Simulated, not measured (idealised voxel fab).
Process module heading - voxel quadruple lines
Pictured: cross-section cut, 140 nm wide, on a grid of 5 nm square cells.
Just so we're on the same page, the cross-sections are grids of square cells, and they're listed out in bands top to bottom, each band one or more rows deep.
A band entry consists of two parts. The first gives the height of the band's top and the height of its bottom, in nm. The rest lists the band's materials from left to right, each with its width in nm. A single material labelled with the word "throughout" fills the band from edge to edge, and the word "air" marks empty space.
Heights from 0 (as-received wafer is one material below). Bottom band endless downward, as "0 down".
The notation "30..40" denotes a width that varies across the rows of cells in the band, beginning at the first number in the top row, finishing at the second number in the bottom row, and changing by an identical amount from each row to the next.
Basically "changes: none" means that step didn't change any cell in the cross-section.
"Closed-off voids" - sealed voids, min. 8 cells, no opening to top; format: width x height at distance (distance from left edge; nm throughout).
Anything after a step's settings on that line? It's the simulator's own note about the step.
overlay nm: how far to the right of its planned place the mask lay on this masked step (negative: to the left).

**Process steps foreseen in the plan**
1 RECEIVE with material Si
2 CONFORMAL_DEP with material SiO2, thk nm 5
3 DIRECTIONAL_DEP with material TiN, thk nm 10
4 DIRECTIONAL_DEP with material polySi, thk nm 15
5 DIRECTIONAL_DEP with material aC, thk nm 20
6 PATTERN with tone cover, mask id MANDREL, material resist, width nm 35, thk nm 25, overlay nm 0
7 DIRECTIONAL_ETCH with etch materials aC, depth nm 20
8 STRIP with etch materials resist
9 CONFORMAL_DEP with material SiO2, thk nm 15
10 DIRECTIONAL_ETCH with etch materials SiO2, depth nm 15
11 STRIP with etch materials aC
12 DIRECTIONAL_ETCH with etch materials polySi, depth nm 15
13 STRIP with etch materials SiO2
14 CONFORMAL_DEP with material SiCN, thk nm 10
15 DIRECTIONAL_ETCH with etch materials SiCN, depth nm 10
16 STRIP with etch materials polySi
17 DIRECTIONAL_ETCH with etch materials TiN, depth nm 10
18 STRIP with etch materials SiCN
19 FILL_DEP with material SiO2, thk nm 10
20 CMP with height nm 15

**Wafer as received: cross-section following step 1**
    0 down: Si throughout
    Closed-off voids: none

**The first of the two wafers as seen in cross-section once the module was finished; processing followed the plan**
    15 to 5: SiO2=25  TiN=10  SiO2=15  TiN=10  SiO2=15  TiN=10  SiO2=15  TiN=10  SiO2=30
    5 to 0: SiO2 throughout
    0 down: Si throughout
    Closed-off voids: none

**The second wafer, shown in cross-section after the module: started the same way as the first and given the same plan, yet one mistake crept into how it was run**
    15 to 10: SiO2 throughout
    10 to 5: SiO2=25  TiN=10  SiO2=15  TiN=10  SiO2=15  TiN=10  SiO2=15  TiN=10  SiO2=30
    5 to 0: SiO2 throughout
    0 down: Si throughout
    Closed-off voids: none
Nonconformance to the process plan: note that step 3 departed from the planned setting and was carried out as DIRECTIONAL_DEP with material TiN, thk nm 5
Looking at both finished wafers in cells, the second ends up ahead of or behind the first on some materials: +8 SiO2, -8 TiN
